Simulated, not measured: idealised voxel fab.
Name of the process module below: voxel wiring stack
The figure presents cross-section cut, which has a width of 290 nm and is divided into square cells with an edge length of 5 nm.
Each cross-section below is a grid of square cells, stated as bands in top-down order, with one or more rows of cells making up each band. Basically the band line says how high the top is and how high the bottom is, in nm, and then what's in it from left to right, every material with its width in nm. Empty space shows up as "air", and if a single material carries "everywhere" it runs the full band edge to edge. We count height from 0. Below that, the starting wafer is all one material. The lowest band never ends at the bottom but goes on down; see "from 0 down" for how that is written. Width: "30->40" (first number = top row, second number = bottom row, same change from row to row of cells). What does "nothing was modified" mean for a step? It means no cell of the cross-section changed in that step. "Trapped voids": empty spaces of 8 cells or more with no open way to the top, each given as width x height at distance, distance from the left edge, all in nm. Anything after a step's settings on that line? It's the simulator's own note about the step. The optional step-line setting "overlay nm" applies to steps with a mask and quantifies how far to the right of its planned location the mask lay, a negative value indicating leftward placement.
So here's the lineup of process steps we planned:
- 1: RECEIVE with material Si
- 2: CONFORMAL_DEP with material SiO2, thk nm 15
- 3: CONFORMAL_DEP with material SiCN, thk nm 5
- 4: DIRECTIONAL_DEP with material SiO2, thk nm 20
- 5: PATTERN with tone open, mask id METAL_1, material resist, width nm 30, pitch nm 50, thk nm 15, overlay nm 0
- 6: DIRECTIONAL_ETCH with etch materials SiO2, depth nm 20
- 7: DIRECTIONAL_ETCH with etch materials SiCN, depth nm 5
- 8: STRIP with etch materials resist
- 9: CONFORMAL_DEP with material TiN, thk nm 5
- 10: FILL_DEP with material Cu, thk nm 5
- 11: CMP with height nm 40
- 12: EPI with material Ru, thk nm 5
- 13: FILL_DEP with material SiCN, thk nm 5
- 14: DIRECTIONAL_DEP with material lowk, thk nm 20
- 15: DIRECTIONAL_DEP with material aC, thk nm 15
- 16: PATTERN with tone open, mask id PLUG_1, material resist, width nm 15, pitch nm 50, thk nm 35, overlay nm 0
- 17: DIRECTIONAL_ETCH with etch materials aC, depth nm 15
- 18: STRIP with etch materials resist
- 19: DIRECTIONAL_ETCH with etch materials lowk, depth nm 20
- 20: DIRECTIONAL_ETCH with etch materials SiCN, depth nm 5
- 21: STRIP with etch materials aC
- 22: CONFORMAL_DEP with material TiN, thk nm 5
- 23: FILL_DEP with material Ru, thk nm 5
- 24: CMP with height nm 70
- 25: CONFORMAL_DEP with material SiN, thk nm 5
- 26: DIRECTIONAL_DEP with material lowk, thk nm 15
- 27: MASKED_ETCH with tone open, mask id METAL_2, width nm 30, pitch nm 50, etch materials lowk, depth nm 15, overlay nm 0
- 28: MASKED_ETCH with tone open, mask id METAL_2, width nm 30, pitch nm 50, etch materials SiN, depth nm 5, overlay nm 0
- 29: CONFORMAL_DEP with material TiN, thk nm 5
- 30: FILL_DEP with material Cu, thk nm 10
- 31: CMP with height nm 90
- 32: CONFORMAL_DEP with material SiCN, thk nm 5
So, the first of our two wafers, run just as we planned it:
Incoming wafer, cross-sectional view, post step 1:
* from 0 down = Si everywhere
* Trapped voids: none
The following cross-section depicts the wafer upon completion of step 2:
* from 15 to 0 = SiO2 everywhere
* Note: structure below 0 unchanged.
The following cross-section depicts the wafer upon completion of step 3:
* from 20 to 15 = SiCN everywhere
* Note: structure below 15 unchanged.
The following cross-section depicts the wafer upon completion of step 4:
* from 40 to 20 = SiO2 everywhere
* Note: structure below 20 unchanged.
The following cross-section depicts the wafer upon completion of step 5:
* from 55 to 40 = 55 of resist  30 of air  20 of resist  30 of air  20 of resist  30 of air  20 of resist  30 of air  55 of resist
* Note: structure below 40 unchanged.
The following cross-section depicts the wafer upon completion of step 6:
* from 55 to 40 = 55 of resist  30 of air  20 of resist  30 of air  20 of resist  30 of air  20 of resist  30 of air  55 of resist
* from 40 to 20 = 55 of SiO2  30 of air  20 of SiO2  30 of air  20 of SiO2  30 of air  20 of SiO2  30 of air  55 of SiO2
* Note: structure below 20 unchanged.
The following cross-section depicts the wafer upon completion of step 7:
* from 55 to 40 = 55 of resist  30 of air  20 of resist  30 of air  20 of resist  30 of air  20 of resist  30 of air  55 of resist
* from 40 to 20 = 55 of SiO2  30 of air  20 of SiO2  30 of air  20 of SiO2  30 of air  20 of SiO2  30 of air  55 of SiO2
* from 20 to 15 = 55 of SiCN  30 of air  20 of SiCN  30 of air  20 of SiCN  30 of air  20 of SiCN  30 of air  55 of SiCN
* Note: structure below 15 unchanged.
The following cross-section depicts the wafer upon completion of step 8:
* from 40 to 20 = 55 of SiO2  30 of air  20 of SiO2  30 of air  20 of SiO2  30 of air  20 of SiO2  30 of air  55 of SiO2
* Note: structure below 20 unchanged.
The following cross-section depicts the wafer upon completion of step 9:
* from 45 to 40 = 60 of TiN  20 of air  30 of TiN  20 of air  30 of TiN  20 of air  30 of TiN  20 of air  60 of TiN
* from 40 to 20 = 55 of SiO2  5 of TiN  20 of air  5 of TiN  20 of SiO2  5 of TiN  20 of air  5 of TiN  20 of SiO2  5 of TiN  20 of air  5 of TiN  20 of SiO2  5 of TiN  20 of air  5 of TiN  55 of SiO2
* from 20 to 15 = 55 of SiCN  30 of TiN  20 of SiCN  30 of TiN  20 of SiCN  30 of TiN  20 of SiCN  30 of TiN  55 of SiCN
* Note: structure below 15 unchanged.
The following cross-section depicts the wafer upon completion of step 10:
* from 50 to 45 = Cu everywhere
* from 45 to 40 = 60 of TiN  20 of Cu  30 of TiN  20 of Cu  30 of TiN  20 of Cu  30 of TiN  20 of Cu  60 of TiN
* from 40 to 20 = 55 of SiO2  5 of TiN  20 of Cu  5 of TiN  20 of SiO2  5 of TiN  20 of Cu  5 of TiN  20 of SiO2  5 of TiN  20 of Cu  5 of TiN  20 of SiO2  5 of TiN  20 of Cu  5 of TiN  55 of SiO2
* Note: structure below 20 unchanged.
The following cross-section depicts the wafer upon completion of step 11:
* from 40 to 20 = 55 of SiO2  5 of TiN  20 of Cu  5 of TiN  20 of SiO2  5 of TiN  20 of Cu  5 of TiN  20 of SiO2  5 of TiN  20 of Cu  5 of TiN  20 of SiO2  5 of TiN  20 of Cu  5 of TiN  55 of SiO2
* Note: structure below 20 unchanged.
The following cross-section depicts the wafer upon completion of step 12:
* from 45 to 40 = 50 of air  40 of Ru  10 of air  40 of Ru  10 of air  40 of Ru  10 of air  40 of Ru  50 of air
* Note: structure below 40 unchanged.
The following cross-section depicts the wafer upon completion of step 13:
* from 50 to 45 = SiCN everywhere
* from 45 to 40 = 50 of SiCN  40 of Ru  10 of SiCN  40 of Ru  10 of SiCN  40 of Ru  10 of SiCN  40 of Ru  50 of SiCN
* Note: structure below 40 unchanged.
The following cross-section depicts the wafer upon completion of step 14:
* from 70 to 50 = lowk everywhere
* Note: structure below 50 unchanged.
The following cross-section depicts the wafer upon completion of step 15:
* from 85 to 70 = aC everywhere
* Note: structure below 70 unchanged.
The following cross-section depicts the wafer upon completion of step 16:
* from 120 to 85 = 55 of resist  15 of air  35 of resist  15 of air  35 of resist  15 of air  35 of resist  15 of air  70 of resist
* Note: structure below 85 unchanged.
The following cross-section depicts the wafer upon completion of step 17:
* from 105 to 85 = 55 of resist  15 of air  35 of resist  15 of air  35 of resist  15 of air  35 of resist  15 of air  70 of resist
* from 85 to 70 = 55 of aC  15 of air  35 of aC  15 of air  35 of aC  15 of air  35 of aC  15 of air  70 of aC
* Note: structure below 70 unchanged.
The following cross-section depicts the wafer upon completion of step 18:
* from 85 to 70 = 55 of aC  15 of air  35 of aC  15 of air  35 of aC  15 of air  35 of aC  15 of air  70 of aC
* Note: structure below 70 unchanged.
The following cross-section depicts the wafer upon completion of step 19:
* from 85 to 70 = 55 of aC  15 of air  35 of aC  15 of air  35 of aC  15 of air  35 of aC  15 of air  70 of aC
* from 70 to 50 = 55 of lowk  15 of air  35 of lowk  15 of air  35 of lowk  15 of air  35 of lowk  15 of air  70 of lowk
* Note: structure below 50 unchanged.
The following cross-section depicts the wafer upon completion of step 20:
* from 85 to 70 = 55 of aC  15 of air  35 of aC  15 of air  35 of aC  15 of air  35 of aC  15 of air  70 of aC
* from 70 to 50 = 55 of lowk  15 of air  35 of lowk  15 of air  35 of lowk  15 of air  35 of lowk  15 of air  70 of lowk
* from 50 to 45 = 55 of SiCN  15 of air  35 of SiCN  15 of air  35 of SiCN  15 of air  35 of SiCN  15 of air  70 of SiCN
* Note: structure below 45 unchanged.
The following cross-section depicts the wafer upon completion of step 21:
* from 70 to 50 = 55 of lowk  15 of air  35 of lowk  15 of air  35 of lowk  15 of air  35 of lowk  15 of air  70 of lowk
* Note: structure below 50 unchanged.
The following cross-section depicts the wafer upon completion of step 22:
* from 75 to 70 = 60 of TiN  5 of air  45 of TiN  5 of air  45 of TiN  5 of air  45 of TiN  5 of air  75 of TiN
* from 70 to 50 = 55 of lowk  5 of TiN  5 of air  5 of TiN  35 of lowk  5 of TiN  5 of air  5 of TiN  35 of lowk  5 of TiN  5 of air  5 of TiN  35 of lowk  5 of TiN  5 of air  5 of TiN  70 of lowk
* from 50 to 45 = 55 of SiCN  15 of TiN  35 of SiCN  15 of TiN  35 of SiCN  15 of TiN  35 of SiCN  15 of TiN  70 of SiCN
* Note: structure below 45 unchanged.
The following cross-section depicts the wafer upon completion of step 23:
* from 80 to 75 = Ru everywhere
* from 75 to 70 = 60 of TiN  5 of Ru  45 of TiN  5 of Ru  45 of TiN  5 of Ru  45 of TiN  5 of Ru  75 of TiN
* from 70 to 50 = 55 of lowk  5 of TiN  5 of Ru  5 of TiN  35 of lowk  5 of TiN  5 of Ru  5 of TiN  35 of lowk  5 of TiN  5 of Ru  5 of TiN  35 of lowk  5 of TiN  5 of Ru  5 of TiN  70 of lowk
* Note: structure below 50 unchanged.
The following cross-section depicts the wafer upon completion of step 24:
* from 70 to 50 = 55 of lowk  5 of TiN  5 of Ru  5 of TiN  35 of lowk  5 of TiN  5 of Ru  5 of TiN  35 of lowk  5 of TiN  5 of Ru  5 of TiN  35 of lowk  5 of TiN  5 of Ru  5 of TiN  70 of lowk
* Note: structure below 50 unchanged.
The following cross-section depicts the wafer upon completion of step 25:
* from 75 to 70 = SiN everywhere
* Note: structure below 70 unchanged.
The following cross-section depicts the wafer upon completion of step 26:
* from 90 to 75 = lowk everywhere
* Note: structure below 75 unchanged.
The following cross-section depicts the wafer upon completion of step 27:
* from 90 to 75 = 55 of lowk  30 of air  20 of lowk  30 of air  20 of lowk  30 of air  20 of lowk  30 of air  55 of lowk
* Note: structure below 75 unchanged.
The following cross-section depicts the wafer upon completion of step 28:
* from 90 to 75 = 55 of lowk  30 of air  20 of lowk  30 of air  20 of lowk  30 of air  20 of lowk  30 of air  55 of lowk
* from 75 to 70 = 55 of SiN  30 of air  20 of SiN  30 of air  20 of SiN  30 of air  20 of SiN  30 of air  55 of SiN
* Note: structure below 70 unchanged.
The following cross-section depicts the wafer upon completion of step 29:
* from 95 to 90 = 60 of TiN  20 of air  30 of TiN  20 of air  30 of TiN  20 of air  30 of TiN  20 of air  60 of TiN
* from 90 to 75 = 55 of lowk  5 of TiN  20 of air  5 of TiN  20 of lowk  5 of TiN  20 of air  5 of TiN  20 of lowk  5 of TiN  20 of air  5 of TiN  20 of lowk  5 of TiN  20 of air  5 of TiN  55 of lowk
* from 75 to 70 = 55 of SiN  30 of TiN  20 of SiN  30 of TiN  20 of SiN  30 of TiN  20 of SiN  30 of TiN  55 of SiN
* Note: structure below 70 unchanged.
The following cross-section depicts the wafer upon completion of step 30:
* from 105 to 95 = Cu everywhere
* from 95 to 90 = 60 of TiN  20 of Cu  30 of TiN  20 of Cu  30 of TiN  20 of Cu  30 of TiN  20 of Cu  60 of TiN
* from 90 to 75 = 55 of lowk  5 of TiN  20 of Cu  5 of TiN  20 of lowk  5 of TiN  20 of Cu  5 of TiN  20 of lowk  5 of TiN  20 of Cu  5 of TiN  20 of lowk  5 of TiN  20 of Cu  5 of TiN  55 of lowk
* Note: structure below 75 unchanged.
The following cross-section depicts the wafer upon completion of step 31:
* from 90 to 75 = 55 of lowk  5 of TiN  20 of Cu  5 of TiN  20 of lowk  5 of TiN  20 of Cu  5 of TiN  20 of lowk  5 of TiN  20 of Cu  5 of TiN  20 of lowk  5 of TiN  20 of Cu  5 of TiN  55 of lowk
* Note: structure below 75 unchanged.
The following cross-section depicts the wafer upon completion of step 32:
* from 95 to 90 = SiCN everywhere
* Note: structure below 90 unchanged.
Second wafer - shared start and plan with the first - one error in running - same as the first up to step 31 inclusive:
The second wafer cut through, at the time step 32 was supposed to be finished:
* from 95 to 90 = TiN everywhere
* Note: structure below 90 unchanged.
Against the plan, the run slipped here: step 32 off recipe, ran as CONFORMAL_DEP with material TiN, thk nm 5
Counted in cells at the end, the second wafer holds more or fewer of these materials than the first: SiCN: 58 fewer; TiN: 58 more
